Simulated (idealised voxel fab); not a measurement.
Herein follows the process module entitled voxel double patterning.
The figure presents cross-section cut, which has a width of 175 nm and is divided into square cells with an edge length of 5 nm.
Square cells in a grid make up a cross-section in this document, and the grid is given as bands, listed from the top down, each one or more rows of cells. Heights first: top, then bottom, in nm. Then materials, left to right, each with a width in nm. "throughout" on a single material: fills the band edge to edge. "empty": empty space. Ref level 0: as-received wafer is one material below here. Bottom band extends down with no lower bound ("z 0 and below"). Width "30 to 40": first value at the band's top row of cells, second value at its bottom row, equal change from row to row. Reading "nothing different" for a step: not a cell of the cross-section changed in it. Entry "Unvented voids". Content: empty spaces with no open connection to the top, size 8 cells or greater. Each: width x height at distance. Distance: from left edge. Unit: nm. after a step's settings: what the simulator itself notes on the step. The line of a step may include "overlay nm". On a step with a mask, this value is how far to the right of its planned place the mask lay. A negative value means the mask lay to the left.
These are the steps we planned for the process
step 1: RECEIVE, material Si
step 2: CONFORMAL_DEP, material SiO2, thk nm 5
step 3: DIRECTIONAL_DEP, material W, thk nm 10
step 4: DIRECTIONAL_DEP, material SiCN, thk nm 10
step 5: DIRECTIONAL_DEP, material aC, thk nm 10
step 6: PATTERN, tone open, mask id FIRST, material resist, width nm 15, pitch nm 50, thk nm 30, overlay nm 0
step 7: DIRECTIONAL_ETCH, etch materials aC, depth nm 10
step 8: STRIP, etch materials resist
step 9: DIRECTIONAL_ETCH, etch materials SiCN, depth nm 10
step 10: STRIP, etch materials aC
step 11: PATTERN, tone open, mask id SECOND, material resist, width nm 15, thk nm 20, overlay nm 0
step 12: DIRECTIONAL_ETCH, etch materials SiCN, depth nm 10
step 13: STRIP, etch materials resist
step 14: DIRECTIONAL_ETCH, etch materials W, depth nm 10
step 15: STRIP, etch materials SiCN
Shown in cross-section is the wafer as received, that is, as it stands after step 1
	z 0 and below = Si throughout
	Unvented voids: none
The first of the two wafers as seen in cross-section once the module was finished; processing followed the plan
	z 15 to 5 = 55 nm W | 15 nm empty | 10 nm W | 15 nm empty | 10 nm W | 15 nm empty | 55 nm W
	z 5 to 0 = SiO2 throughout
	z 0 and below = Si throughout
	Unvented voids: none
What the second wafer looks like in cross-section once the module is done. Its start and its plan matched the first wafer's exactly; what differed was one mistake in how it was run
	z 15 to 5 = 55 nm W | 15 nm empty | 5 nm W | 25 nm empty | 5 nm W | 15 nm empty | 55 nm W
	z 5 to 0 = SiO2 throughout
	z 0 and below = Si throughout
	Unvented voids: none
what went wrong: off-plan run, step 11, actual operation and settings PATTERN, tone open, mask id SECOND, material resist, width nm 25, thk nm 20, overlay nm 0
End of process, cell counts, second wafer against first, materials with more or fewer: -4 W
